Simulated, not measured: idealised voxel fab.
process module | voxel released beams
cross-section cut | 285 nm wide | cells 5 nm
A cross-section is a grid of square cells, given in bands from the top down. A band is one or more rows of cells.
Each band's line starts with the height of the band's top and of its bottom, in nm. Then come its materials from left to right, each with its width in nm. One material with "throughout" fills the band from edge to edge. "air" is empty space.
Height 0 is the level under which the wafer as received is all one material. The lowest band goes on downwards, as in "0 down".
A width such as "30 to 40" changes by the same amount from each row of cells to the next, from the band's top row to its bottom row.
"no change" after a step means that no cell of the cross-section changed.
closed voids: empty space of 8 cells or more with no open way to the top, each as width x height at its distance from the left edge, in nm
after a step's settings: what the simulator itself notes on the step
overlay nm, on a step with a mask: how far to the right of its planned place the mask lay; to the left if negative
plan
1 op RECEIVE | material Si
2 op CONFORMAL_DEP | material SiN | thk nm 5
3 op DIRECTIONAL_DEP | material SiO2 | thk nm 20
4 op MASKED_ETCH | tone open | mask id ANCHOR | width nm 45 | etch materials SiO2 | depth nm 20 | overlay nm -15
5 op CONFORMAL_DEP | material polySi | thk nm 15
6 op DIRECTIONAL_DEP | material aC | thk nm 10
7 op PATTERN | tone cover | mask id BEAM | material resist | width nm 95 | thk nm 30 | overlay nm 0
8 op DIRECTIONAL_ETCH | etch materials aC | depth nm 10
9 op STRIP | etch materials resist
10 op DIRECTIONAL_ETCH | etch materials polySi | depth nm 15
11 op STRIP | etch materials aC
12 op STRIP | etch materials SiO2
varied across the wafers: overlay nm of step 4. The plan shows the first wafer's value. All wafers start alike
first wafer as received, after step 1
  0 down: Si throughout
  closed voids: none
each wafer at the end: cells of each material gained (+) or lost (-) since it was received, then its closed voids
overlay nm -15 | +57 SiN | +81 polySi | closed voids: none
overlay nm -10 | +57 SiN | +81 polySi | closed voids: none
overlay nm -5 | +57 SiN | +81 polySi | closed voids: none
overlay nm 0 | +57 SiN | +81 polySi | closed voids: none
overlay nm 5 | +57 SiN | +81 polySi | closed voids: none
overlay nm 10 | +57 SiN | +81 polySi | closed voids: none
overlay nm 15 | +57 SiN | +81 polySi | closed voids: none
